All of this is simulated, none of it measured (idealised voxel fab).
Process module in this document: voxel released beams
Cross-section cut spans 200 nm and uses square cells 5 nm in size.
Square cells in a grid make up a cross-section in this document, and the grid is given as bands, listed from the top down, each one or more rows of cells. Band: top height; bottom height; in nm. Then, left to right: material with width in nm, for each material. "full width": a single material spanning edge to edge. "blank": empty space. Heights from 0 (as-received wafer is one material below). Bottom band endless downward, as "0 and below". So if you see something like "30->40" for the width, read it as the top row of the band sitting at the first number and the bottom row at the second, with every row in between moving by the same amount as the last. Given "same as before" for a step, no cell of the cross-section differs between before and after that step. This entry, "Tabulated closed voids", enumerates those empty regions of no fewer than 8 cells that possess no open connection to the top. Each region is reported in the form width x height at distance, the distance being taken from the left edge, with all three quantities expressed in nm. It should be noted that, on the line of a given step, the content following the step's settings is a remark produced by the simulator itself with respect to that step. Among the settings permitted on a step's line is "overlay nm"; applied to a step with a mask, it specifies the extent to which the mask lay to the right of its planned position, whereas a negative figure signifies a position to the left.

# Intended process steps
step 1: RECEIVE: material Si
step 2: CONFORMAL_DEP: material Al2O3, thk nm 5
step 3: DIRECTIONAL_DEP: material SiO2, thk nm 15
step 4: DIRECTIONAL_DEP: material aC, thk nm 10
step 5: PATTERN: tone open, mask id ANCHOR, material resist, width nm 25, thk nm 30, overlay nm 0
step 6: DIRECTIONAL_ETCH: etch materials aC, depth nm 10
step 7: STRIP: etch materials resist
step 8: DIRECTIONAL_ETCH: etch materials SiO2, depth nm 15
step 9: STRIP: etch materials aC
step 10: CONFORMAL_DEP: material W, thk nm 10
step 11: PATTERN: tone cover, mask id BEAM, material resist, width nm 70, thk nm 15, overlay nm -15
step 12: DIRECTIONAL_ETCH: etch materials W, depth nm 10
step 13: STRIP: etch materials resist
step 14: STRIP: etch materials SiO2
The plan shows the overlay nm of step 11 as the first wafer had it; this setting differs between the wafers, which start out alike.

# As received, i.e. after step 1: cross-section through the first of several wafers
	0 and below = Si full width
	Tabulated closed voids: none

# End of module: cross-section of the first of several wafers after step 14, the last step
	30 down to 20 = blank=45, W=30, blank=5, W=35, blank=85
	20 down to 15 = blank=65, W=10, blank=5, W=10, blank=110
	15 down to 5 = blank=65, W=25, blank=110
	5 down to 0 = Al2O3 full width
	0 and below = Si full width
	Tabulated closed voids: none

# Cross-sectional depiction of the last of several wafers upon completion of the module
	30 down to 20 = blank=80, W=65, blank=55
	20 down to 15 = blank=65, W=10, blank=5, W=10, blank=110
	15 down to 5 = blank=65, W=25, blank=110
	5 down to 0 = Al2O3 full width
	0 and below = Si full width
	Tabulated closed voids: none

# each wafer at the end: cells of each material gained (+) or lost (-) since it was received, then its closed voids
overlay nm -15; +40 Al2O3; +40 W; Tabulated closed voids: none
overlay nm -10; +40 Al2O3; +40 W; Tabulated closed voids: none
overlay nm -5; +40 Al2O3; +40 W; Tabulated closed voids: none
overlay nm 0; +40 Al2O3; +40 W; Tabulated closed voids: none
overlay nm 5; +40 Al2O3; +40 W; Tabulated closed voids: none
overlay nm 10; +40 Al2O3; +40 W; Tabulated closed voids: none
overlay nm 15; +40 Al2O3; +40 W; Tabulated closed voids: none
